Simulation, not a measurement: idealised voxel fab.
Documented hereafter: the process module known as voxel wiring stack.
Cross-sectional view cut (width: 175 nm; square cell size: 5 nm).
In this document a cross-section is written as a grid of square cells. It is given as a series of bands, listed from the top down, and a band is one or more rows of cells.
Heads up on the band format: heights come first, top then bottom, in nm. After that it's the materials left to right, each with its width in nm. A single material flagged "all across" fills the whole band edge to edge, and "blank" means there's empty space there.
Ref level 0: as-received wafer is one material below here. Bottom band extends down with no lower bound ("0 and below").
Width spec "30->40" -> top row of cells at first value, bottom row at second value, equal per-row change in between.
For the purposes of this document, the phrase "no alteration" attached to a step denotes that no cell within the cross-section was modified by that step.
For the entry "closed voids", the listed items are empty spaces with no open way to the top whose size is 8 cells or more; each item follows the pattern width x height at distance, where distance is from the left edge and all three are in nm.
Text after the settings on a step's line: the simulator's own remark on that step.
A step's line can hold "overlay nm"; with a mask on that step, the setting says how far right of the planned place the mask lay, while a negative setting says it lay to the left.
## The steps planned for the process are as follows
- 1: RECEIVE (material Si)
- 2: CONFORMAL_DEP (material SiO2; thk nm 15)
- 3: DIRECTIONAL_DEP (material TiN; thk nm 5)
- 4: DIRECTIONAL_DEP (material Ru; thk nm 15)
- 5: MASKED_ETCH (tone cover; mask id METAL_1; width nm 25; pitch nm 55; etch materials Ru; depth nm 15; overlay nm 0)
- 6: MASKED_ETCH (tone cover; mask id METAL_1; width nm 25; pitch nm 55; etch materials TiN; depth nm 5; overlay nm 0)
- 7: FILL_DEP (material lowk; thk nm 5)
- 8: CMP (height nm 35)
- 9: CONFORMAL_DEP (material SiCN; thk nm 5)
- 10: DIRECTIONAL_DEP (material lowk; thk nm 10)
- 11: DIRECTIONAL_DEP (material aC; thk nm 15)
- 12: PATTERN (tone open; mask id PLUG_1; material resist; width nm 15; pitch nm 55; thk nm 30; overlay nm 0)
- 13: DIRECTIONAL_ETCH (etch materials aC; depth nm 15)
- 14: STRIP (etch materials resist)
- 15: DIRECTIONAL_ETCH (etch materials lowk; depth nm 10)
- 16: DIRECTIONAL_ETCH (etch materials SiCN; depth nm 5)
- 17: STRIP (etch materials aC)
- 18: CONFORMAL_DEP (material TiN; thk nm 5)
- 19: FILL_DEP (material Ru; thk nm 5)
- 20: CMP (height nm 50)
- 21: CONFORMAL_DEP (material SiCN; thk nm 5)
- 22: DIRECTIONAL_DEP (material SiO2; thk nm 15)
- 23: PATTERN (tone open; mask id METAL_2; material resist; width nm 25; pitch nm 55; thk nm 15; overlay nm 0)
- 24: DIRECTIONAL_ETCH (etch materials SiO2; depth nm 15)
- 25: DIRECTIONAL_ETCH (etch materials SiCN; depth nm 5)
- 26: STRIP (etch materials resist)
- 27: CONFORMAL_DEP (material TiN; thk nm 5)
- 28: FILL_DEP (material Ru; thk nm 5)
- 29: CMP (height nm 70)
- 30: CONFORMAL_DEP (material SiCN; thk nm 5)
- 31: DIRECTIONAL_DEP (material SiO2; thk nm 30)
- 32: MASKED_ETCH (tone open; mask id METAL_3_HOLES; width nm 15; etch materials SiO2; depth nm 30; overlay nm 0)
- 33: MASKED_ETCH (tone open; mask id METAL_3; width nm 25; pitch nm 55; etch materials SiO2; depth nm 15; overlay nm 0)
- 34: MASKED_ETCH (tone open; mask id METAL_3; width nm 25; pitch nm 55; etch materials SiCN; depth nm 5; overlay nm 0)
- 35: CONFORMAL_DEP (material TiN; thk nm 5)
- 36: FILL_DEP (material Ru; thk nm 5)
- 37: CMP (height nm 105)
- 38: CONFORMAL_DEP (material SiCN; thk nm 5)
## Of two wafers, the first: run according to plan
## As-received state of the wafer in cross-section, equivalent to post-step 1
0 and below | Si all across
closed voids: none
## After step 2, in cross-section
15 down to 0 | SiO2 all across
Lower than 0, everything is as it was.
## After step 3, in cross-section
20 down to 15 | TiN all across
Lower than 15, everything is as it was.
## After step 4, in cross-section
35 down to 20 | Ru all across
Lower than 20, everything is as it was.
## After step 5, in cross-section
35 down to 20 | 45 of blank | 25 of Ru | 30 of blank | 25 of Ru | 50 of blank
Lower than 20, everything is as it was.
## After step 6, in cross-section
35 down to 20 | 45 of blank | 25 of Ru | 30 of blank | 25 of Ru | 50 of blank
20 down to 15 | 45 of blank | 25 of TiN | 30 of blank | 25 of TiN | 50 of blank
Lower than 15, everything is as it was.
## After step 7, in cross-section
40 down to 35 | lowk all across
35 down to 20 | 45 of lowk | 25 of Ru | 30 of lowk | 25 of Ru | 50 of lowk
20 down to 15 | 45 of lowk | 25 of TiN | 30 of lowk | 25 of TiN | 50 of lowk
Lower than 15, everything is as it was.
## After step 8, in cross-section
35 down to 20 | 45 of lowk | 25 of Ru | 30 of lowk | 25 of Ru | 50 of lowk
Lower than 20, everything is as it was.
## After step 9, in cross-section
40 down to 35 | SiCN all across
Lower than 35, everything is as it was.
## After step 10, in cross-section
50 down to 40 | lowk all across
Lower than 40, everything is as it was.
## After step 11, in cross-section
65 down to 50 | aC all across
Lower than 50, everything is as it was.
## After step 12, in cross-section
95 down to 65 | 45 of resist | 15 of blank | 40 of resist | 15 of blank | 60 of resist
Lower than 65, everything is as it was.
## After step 13, in cross-section
80 down to 65 | 45 of resist | 15 of blank | 40 of resist | 15 of blank | 60 of resist
65 down to 50 | 45 of aC | 15 of blank | 40 of aC | 15 of blank | 60 of aC
Lower than 50, everything is as it was.
## After step 14, in cross-section
65 down to 50 | 45 of aC | 15 of blank | 40 of aC | 15 of blank | 60 of aC
Lower than 50, everything is as it was.
## After step 15, in cross-section
65 down to 50 | 45 of aC | 15 of blank | 40 of aC | 15 of blank | 60 of aC
50 down to 40 | 45 of lowk | 15 of blank | 40 of lowk | 15 of blank | 60 of lowk
Lower than 40, everything is as it was.
## After step 16, in cross-section
65 down to 50 | 45 of aC | 15 of blank | 40 of aC | 15 of blank | 60 of aC
50 down to 40 | 45 of lowk | 15 of blank | 40 of lowk | 15 of blank | 60 of lowk
40 down to 35 | 45 of SiCN | 15 of blank | 40 of SiCN | 15 of blank | 60 of SiCN
Lower than 35, everything is as it was.
## After step 17, in cross-section
50 down to 40 | 45 of lowk | 15 of blank | 40 of lowk | 15 of blank | 60 of lowk
Lower than 40, everything is as it was.
## After step 18, in cross-section
55 down to 50 | 50 of TiN | 5 of blank | 50 of TiN | 5 of blank | 65 of TiN
50 down to 40 | 45 of lowk | 5 of TiN | 5 of blank | 5 of TiN | 40 of lowk | 5 of TiN | 5 of blank | 5 of TiN | 60 of lowk
40 down to 35 | 45 of SiCN | 15 of TiN | 40 of SiCN | 15 of TiN | 60 of SiCN
Lower than 35, everything is as it was.
## After step 19, in cross-section
60 down to 55 | Ru all across
55 down to 50 | 50 of TiN | 5 of Ru | 50 of TiN | 5 of Ru | 65 of TiN
50 down to 40 | 45 of lowk | 5 of TiN | 5 of Ru | 5 of TiN | 40 of lowk | 5 of TiN | 5 of Ru | 5 of TiN | 60 of lowk
Lower than 40, everything is as it was.
## After step 20, in cross-section
50 down to 40 | 45 of lowk | 5 of TiN | 5 of Ru | 5 of TiN | 40 of lowk | 5 of TiN | 5 of Ru | 5 of TiN | 60 of lowk
Lower than 40, everything is as it was.
## After step 21, in cross-section
55 down to 50 | SiCN all across
Lower than 50, everything is as it was.
## After step 22, in cross-section
70 down to 55 | SiO2 all across
Lower than 55, everything is as it was.
## After step 23, in cross-section
85 down to 70 | 45 of resist | 25 of blank | 30 of resist | 25 of blank | 50 of resist
Lower than 70, everything is as it was.
## After step 24, in cross-section
85 down to 70 | 45 of resist | 25 of blank | 30 of resist | 25 of blank | 50 of resist
70 down to 55 | 45 of SiO2 | 25 of blank | 30 of SiO2 | 25 of blank | 50 of SiO2
Lower than 55, everything is as it was.
## After step 25, in cross-section
85 down to 70 | 45 of resist | 25 of blank | 30 of resist | 25 of blank | 50 of resist
70 down to 55 | 45 of SiO2 | 25 of blank | 30 of SiO2 | 25 of blank | 50 of SiO2
55 down to 50 | 45 of SiCN | 25 of blank | 30 of SiCN | 25 of blank | 50 of SiCN
Lower than 50, everything is as it was.
## After step 26, in cross-section
70 down to 55 | 45 of SiO2 | 25 of blank | 30 of SiO2 | 25 of blank | 50 of SiO2
Lower than 55, everything is as it was.
## After step 27, in cross-section
75 down to 70 | 50 of TiN | 15 of blank | 40 of TiN | 15 of blank | 55 of TiN
70 down to 55 | 45 of SiO2 | 5 of TiN | 15 of blank | 5 of TiN | 30 of SiO2 | 5 of TiN | 15 of blank | 5 of TiN | 50 of SiO2
55 down to 50 | 45 of SiCN | 25 of TiN | 30 of SiCN | 25 of TiN | 50 of SiCN
Lower than 50, everything is as it was.
## After step 28, in cross-section
80 down to 75 | Ru all across
75 down to 70 | 50 of TiN | 15 of Ru | 40 of TiN | 15 of Ru | 55 of TiN
70 down to 55 | 45 of SiO2 | 5 of TiN | 15 of Ru | 5 of TiN | 30 of SiO2 | 5 of TiN | 15 of Ru | 5 of TiN | 50 of SiO2
Lower than 55, everything is as it was.
## After step 29, in cross-section
70 down to 55 | 45 of SiO2 | 5 of TiN | 15 of Ru | 5 of TiN | 30 of SiO2 | 5 of TiN | 15 of Ru | 5 of TiN | 50 of SiO2
Lower than 55, everything is as it was.
## After step 30, in cross-section
75 down to 70 | SiCN all across
Lower than 70, everything is as it was.
## After step 31, in cross-section
105 down to 75 | SiO2 all across
Lower than 75, everything is as it was.
## After step 32, in cross-section
105 down to 75 | 45 of SiO2 | 15 of blank | 115 of SiO2
Lower than 75, everything is as it was.
## After step 33, in cross-section
105 down to 90 | 45 of SiO2 | 25 of blank | 30 of SiO2 | 25 of blank | 50 of SiO2
Lower than 90, everything is as it was.
## After step 34, in cross-section
105 down to 90 | 45 of SiO2 | 25 of blank | 30 of SiO2 | 25 of blank | 50 of SiO2
90 down to 75 | 45 of SiO2 | 15 of blank | 115 of SiO2
75 down to 70 | 45 of SiCN | 15 of blank | 115 of SiCN
Lower than 70, everything is as it was.
## After step 35, in cross-section
110 down to 105 | 50 of TiN | 15 of blank | 40 of TiN | 15 of blank | 55 of TiN
105 down to 95 | 45 of SiO2 | 5 of TiN | 15 of blank | 5 of TiN | 30 of SiO2 | 5 of TiN | 15 of blank | 5 of TiN | 50 of SiO2
95 down to 90 | 45 of SiO2 | 5 of TiN | 5 of blank | 15 of TiN | 30 of SiO2 | 25 of TiN | 50 of SiO2
90 down to 75 | 45 of SiO2 | 5 of TiN | 5 of blank | 5 of TiN | 115 of SiO2
75 down to 70 | 45 of SiCN | 15 of TiN | 115 of SiCN
Lower than 70, everything is as it was.
## After step 36, in cross-section
115 down to 110 | Ru all across
110 down to 105 | 50 of TiN | 15 of Ru | 40 of TiN | 15 of Ru | 55 of TiN
105 down to 95 | 45 of SiO2 | 5 of TiN | 15 of Ru | 5 of TiN | 30 of SiO2 | 5 of TiN | 15 of Ru | 5 of TiN | 50 of SiO2
95 down to 90 | 45 of SiO2 | 5 of TiN | 5 of Ru | 15 of TiN | 30 of SiO2 | 25 of TiN | 50 of SiO2
90 down to 75 | 45 of SiO2 | 5 of TiN | 5 of Ru | 5 of TiN | 115 of SiO2
Lower than 75, everything is as it was.
## After step 37, in cross-section
105 down to 95 | 45 of SiO2 | 5 of TiN | 15 of Ru | 5 of TiN | 30 of SiO2 | 5 of TiN | 15 of Ru | 5 of TiN | 50 of SiO2
Lower than 95, everything is as it was.
## After step 38, in cross-section
110 down to 105 | SiCN all across
Lower than 105, everything is as it was.
## Second Wafer (Identical Start and Plan, One Processing Error; Matches First Wafer Through Step 2)
Cross-section of the second wafer when, according to plan, step 3 should have finished: no alteration
## Cross-section of the second wafer when, according to plan, step 4 should have finished
30 down to 15 | Ru all across
Lower than 15, everything is as it was.
## Cross-section of the second wafer when, according to plan, step 5 should have finished
30 down to 15 | 45 of blank | 25 of Ru | 30 of blank | 25 of Ru | 50 of blank
Lower than 15, everything is as it was.
Cross-section of the second wafer when, according to plan, step 6 should have finished: no alteration
## Cross-section of the second wafer when, according to plan, step 7 should have finished
35 down to 30 | lowk all across
30 down to 15 | 45 of lowk | 25 of Ru | 30 of lowk | 25 of Ru | 50 of lowk
Lower than 15, everything is as it was.
Cross-section of the second wafer when, according to plan, step 8 should have finished: no alteration
## Cross-section of the second wafer when, according to plan, step 9 should have finished
40 down to 35 | SiCN all across
Lower than 35, everything is as it was.
## Cross-section of the second wafer when, according to plan, step 10 should have finished
50 down to 40 | lowk all across
Lower than 40, everything is as it was.
## Cross-section of the second wafer when, according to plan, step 11 should have finished
65 down to 50 | aC all across
Lower than 50, everything is as it was.
## Cross-section of the second wafer when, according to plan, step 12 should have finished
95 down to 65 | 45 of resist | 15 of blank | 40 of resist | 15 of blank | 60 of resist
Lower than 65, everything is as it was.
## Cross-section of the second wafer when, according to plan, step 13 should have finished
80 down to 65 | 45 of resist | 15 of blank | 40 of resist | 15 of blank | 60 of resist
65 down to 50 | 45 of aC | 15 of blank | 40 of aC | 15 of blank | 60 of aC
Lower than 50, everything is as it was.
## Cross-section of the second wafer when, according to plan, step 14 should have finished
65 down to 50 | 45 of aC | 15 of blank | 40 of aC | 15 of blank | 60 of aC
Lower than 50, everything is as it was.
## Cross-section of the second wafer when, according to plan, step 15 should have finished
65 down to 50 | 45 of aC | 15 of blank | 40 of aC | 15 of blank | 60 of aC
50 down to 40 | 45 of lowk | 15 of blank | 40 of lowk | 15 of blank | 60 of lowk
Lower than 40, everything is as it was.
## Cross-section of the second wafer when, according to plan, step 16 should have finished
65 down to 50 | 45 of aC | 15 of blank | 40 of aC | 15 of blank | 60 of aC
50 down to 40 | 45 of lowk | 15 of blank | 40 of lowk | 15 of blank | 60 of lowk
40 down to 35 | 45 of SiCN | 15 of blank | 40 of SiCN | 15 of blank | 60 of SiCN
Lower than 35, everything is as it was.
## Cross-section of the second wafer when, according to plan, step 17 should have finished
50 down to 40 | 45 of lowk | 15 of blank | 40 of lowk | 15 of blank | 60 of lowk
Lower than 40, everything is as it was.
## Cross-section of the second wafer when, according to plan, step 18 should have finished
55 down to 50 | 50 of TiN | 5 of blank | 50 of TiN | 5 of blank | 65 of TiN
50 down to 40 | 45 of lowk | 5 of TiN | 5 of blank | 5 of TiN | 40 of lowk | 5 of TiN | 5 of blank | 5 of TiN | 60 of lowk
40 down to 35 | 45 of SiCN | 15 of TiN | 40 of SiCN | 15 of TiN | 60 of SiCN
Lower than 35, everything is as it was.
## Cross-section of the second wafer when, according to plan, step 19 should have finished
60 down to 55 | Ru all across
55 down to 50 | 50 of TiN | 5 of Ru | 50 of TiN | 5 of Ru | 65 of TiN
50 down to 40 | 45 of lowk | 5 of TiN | 5 of Ru | 5 of TiN | 40 of lowk | 5 of TiN | 5 of Ru | 5 of TiN | 60 of lowk
Lower than 40, everything is as it was.
## Cross-section of the second wafer when, according to plan, step 20 should have finished
50 down to 40 | 45 of lowk | 5 of TiN | 5 of Ru | 5 of TiN | 40 of lowk | 5 of TiN | 5 of Ru | 5 of TiN | 60 of lowk
Lower than 40, everything is as it was.
## Cross-section of the second wafer when, according to plan, step 21 should have finished
55 down to 50 | SiCN all across
Lower than 50, everything is as it was.
## Cross-section of the second wafer when, according to plan, step 22 should have finished
70 down to 55 | SiO2 all across
Lower than 55, everything is as it was.
## Cross-section of the second wafer when, according to plan, step 23 should have finished
85 down to 70 | 45 of resist | 25 of blank | 30 of resist | 25 of blank | 50 of resist
Lower than 70, everything is as it was.
## Cross-section of the second wafer when, according to plan, step 24 should have finished
85 down to 70 | 45 of resist | 25 of blank | 30 of resist | 25 of blank | 50 of resist
70 down to 55 | 45 of SiO2 | 25 of blank | 30 of SiO2 | 25 of blank | 50 of SiO2
Lower than 55, everything is as it was.
## Cross-section of the second wafer when, according to plan, step 25 should have finished
85 down to 70 | 45 of resist | 25 of blank | 30 of resist | 25 of blank | 50 of resist
70 down to 55 | 45 of SiO2 | 25 of blank | 30 of SiO2 | 25 of blank | 50 of SiO2
55 down to 50 | 45 of SiCN | 25 of blank | 30 of SiCN | 25 of blank | 50 of SiCN
Lower than 50, everything is as it was.
## Cross-section of the second wafer when, according to plan, step 26 should have finished
70 down to 55 | 45 of SiO2 | 25 of blank | 30 of SiO2 | 25 of blank | 50 of SiO2
Lower than 55, everything is as it was.
## Cross-section of the second wafer when, according to plan, step 27 should have finished
75 down to 70 | 50 of TiN | 15 of blank | 40 of TiN | 15 of blank | 55 of TiN
70 down to 55 | 45 of SiO2 | 5 of TiN | 15 of blank | 5 of TiN | 30 of SiO2 | 5 of TiN | 15 of blank | 5 of TiN | 50 of SiO2
55 down to 50 | 45 of SiCN | 25 of TiN | 30 of SiCN | 25 of TiN | 50 of SiCN
Lower than 50, everything is as it was.
## Cross-section of the second wafer when, according to plan, step 28 should have finished
80 down to 75 | Ru all across
75 down to 70 | 50 of TiN | 15 of Ru | 40 of TiN | 15 of Ru | 55 of TiN
70 down to 55 | 45 of SiO2 | 5 of TiN | 15 of Ru | 5 of TiN | 30 of SiO2 | 5 of TiN | 15 of Ru | 5 of TiN | 50 of SiO2
Lower than 55, everything is as it was.
## Cross-section of the second wafer when, according to plan, step 29 should have finished
70 down to 55 | 45 of SiO2 | 5 of TiN | 15 of Ru | 5 of TiN | 30 of SiO2 | 5 of TiN | 15 of Ru | 5 of TiN | 50 of SiO2
Lower than 55, everything is as it was.
## Cross-section of the second wafer when, according to plan, step 30 should have finished
75 down to 70 | SiCN all across
Lower than 70, everything is as it was.
## Cross-section of the second wafer when, according to plan, step 31 should have finished
105 down to 75 | SiO2 all across
Lower than 75, everything is as it was.
## Cross-section of the second wafer when, according to plan, step 32 should have finished
105 down to 75 | 45 of SiO2 | 15 of blank | 115 of SiO2
Lower than 75, everything is as it was.
## Cross-section of the second wafer when, according to plan, step 33 should have finished
105 down to 90 | 45 of SiO2 | 25 of blank | 30 of SiO2 | 25 of blank | 50 of SiO2
Lower than 90, everything is as it was.
## Cross-section of the second wafer when, according to plan, step 34 should have finished
105 down to 90 | 45 of SiO2 | 25 of blank | 30 of SiO2 | 25 of blank | 50 of SiO2
90 down to 75 | 45 of SiO2 | 15 of blank | 115 of SiO2
75 down to 70 | 45 of SiCN | 15 of blank | 115 of SiCN
Lower than 70, everything is as it was.
## Cross-section of the second wafer when, according to plan, step 35 should have finished
110 down to 105 | 50 of TiN | 15 of blank | 40 of TiN | 15 of blank | 55 of TiN
105 down to 95 | 45 of SiO2 | 5 of TiN | 15 of blank | 5 of TiN | 30 of SiO2 | 5 of TiN | 15 of blank | 5 of TiN | 50 of SiO2
95 down to 90 | 45 of SiO2 | 5 of TiN | 5 of blank | 15 of TiN | 30 of SiO2 | 25 of TiN | 50 of SiO2
90 down to 75 | 45 of SiO2 | 5 of TiN | 5 of blank | 5 of TiN | 115 of SiO2
75 down to 70 | 45 of SiCN | 15 of TiN | 115 of SiCN
Lower than 70, everything is as it was.
## Cross-section of the second wafer when, according to plan, step 36 should have finished
115 down to 110 | Ru all across
110 down to 105 | 50 of TiN | 15 of Ru | 40 of TiN | 15 of Ru | 55 of TiN
105 down to 95 | 45 of SiO2 | 5 of TiN | 15 of Ru | 5 of TiN | 30 of SiO2 | 5 of TiN | 15 of Ru | 5 of TiN | 50 of SiO2
95 down to 90 | 45 of SiO2 | 5 of TiN | 5 of Ru | 15 of TiN | 30 of SiO2 | 25 of TiN | 50 of SiO2
90 down to 75 | 45 of SiO2 | 5 of TiN | 5 of Ru | 5 of TiN | 115 of SiO2
Lower than 75, everything is as it was.
## Cross-section of the second wafer when, according to plan, step 37 should have finished
105 down to 95 | 45 of SiO2 | 5 of TiN | 15 of Ru | 5 of TiN | 30 of SiO2 | 5 of TiN | 15 of Ru | 5 of TiN | 50 of SiO2
Lower than 95, everything is as it was.
## Cross-section of the second wafer when, according to plan, step 38 should have finished
110 down to 105 | SiCN all across
Lower than 105, everything is as it was.
Finding, execution versus plan: plan step 3 skipped
Counted in cells at the end, the second wafer holds more or fewer of these materials than the first: TiN: 10 fewer; lowk: 10 more
